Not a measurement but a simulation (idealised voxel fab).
The following process module bears the name voxel self aligned contacts.
Xsec cut, 210 nm wide, square cell size 5 nm.
If you're reading a cross-section in this doc, picture square cells in a grid; it comes to you as bands, top ones listed first down to the bottom, and a band can be one or more rows of cells.
Look at the band entry: it leads with the top's height and the bottom's height in nm. Then it lists the materials left to right, with a width in nm for each. The word "throughout" on a single material says that material fills the band edge to edge. The word "empty" is empty space.
For the purposes of this specification, 0 denotes the height below which the wafer in its as-received condition is composed wholly of one material, and the lowermost band, lacking a lower limit, extends downward without end, as expressed in "0 and below".
Graded width ("30..40"): value in top row of band = first number; value in bottom row = second number; row-to-row change constant.
What does "no modifications" mean for a step? It means no cell of the cross-section changed in that step.
In "Trapped cavities" the enclosed voids are listed, meaning empty spaces of 8 cells or larger without any opening to the top. The form is width x height at distance, distance from the left edge, units nm.
Read whatever lies past the settings on a step's line as the simulator's own remark about the step.
You can add "overlay nm" to a step's line. For a step with a mask, it describes how far the mask lay to the right of its planned position, and a negative number describes a lay to the left.

Process steps foreseen in the plan:
1: RECEIVE with material Si
2: CONFORMAL_DEP with material SiO2, thk nm 5
3: DIRECTIONAL_DEP with material polySi, thk nm 20
4: DIRECTIONAL_DEP with material SiN, thk nm 15
5: DIRECTIONAL_DEP with material aC, thk nm 10
6: PATTERN with tone cover, mask id GATE, material resist, width nm 35, pitch nm 60, thk nm 30, overlay nm 0
7: DIRECTIONAL_ETCH with etch materials aC, depth nm 10
8: STRIP with etch materials resist
9: DIRECTIONAL_ETCH with etch materials SiN, depth nm 15
10: DIRECTIONAL_ETCH with etch materials polySi, depth nm 20
11: STRIP with etch materials aC
12: CONFORMAL_DEP with material SiN, thk nm 5
13: DIRECTIONAL_ETCH with etch materials SiN, depth nm 5
14: FILL_DEP with material SiO2, thk nm 15
15: CMP with height nm 50
16: PATTERN with tone open, mask id CONTACT, material resist, width nm 35, thk nm 20, overlay nm 0
17: DIRECTIONAL_ETCH with etch materials SiO2, depth nm 50
18: STRIP with etch materials resist
19: CONFORMAL_DEP with material TiN, thk nm 5
20: FILL_DEP with material W, thk nm 5
21: CMP with height nm 50
22: CONFORMAL_DEP with material SiN, thk nm 5

Cross-section of the incoming wafer, state after step 1:
    0 and below | Si throughout
    Trapped cavities: none

Wafer cross-section at module end: first of two, run to plan:
    55 down to 50 | SiN throughout
    50 down to 40 | SiO2 85 nm, TiN 5..15 nm, W 25..5 nm, TiN 5..15 nm, SiO2 90 nm
    40 down to 25 | SiO2 50 nm, SiN 45 nm, TiN 5 nm, W 5 nm, TiN 5 nm, SiN 45 nm, SiO2 55 nm
    25 down to 5 | SiO2 50 nm, SiN 5 nm, polySi 35 nm, SiN 5 nm, TiN 5 nm, W 5 nm, TiN 5 nm, SiN 5 nm, polySi 35 nm, SiN 5 nm, SiO2 55 nm
    5 down to 0 | SiO2 95 nm, TiN 15 nm, SiO2 100 nm
    0 and below | Si throughout
    Trapped cavities: none

Cross-section at end of module for the second wafer of two, which matched the first in starting point and plan and differed by one mistake in its processing:
    55 down to 50 | SiN throughout
    50 down to 45 | SiO2 50 nm, SiN 45 nm, TiN 5 nm, W 5 nm, TiN 5 nm, SiN 45 nm, SiO2 55 nm
    45 down to 30 | SiO2 50 nm, SiN 5 nm, polySi 35 nm, SiN 5 nm, TiN 5 nm, W 5 nm, TiN 5 nm, SiN 5 nm, polySi 35 nm, SiN 5 nm, SiO2 55 nm
    30 down to 25 | SiO2 50 nm, SiN 5 nm, polySi 35 nm, SiN 5 nm, TiN 15 nm, SiN 5 nm, polySi 35 nm, SiN 5 nm, SiO2 55 nm
    25 down to 5 | polySi throughout
    5 down to 0 | SiO2 throughout
    0 and below | Si throughout
    Trapped cavities: none
Heads up, the wafer didn't run the way we planned it: it should be noted that step 3 of the plan was executed twice
at the end the second wafer has, in cells: SiN -36, SiO2 -109, TiN -14, W -9, polySi +168
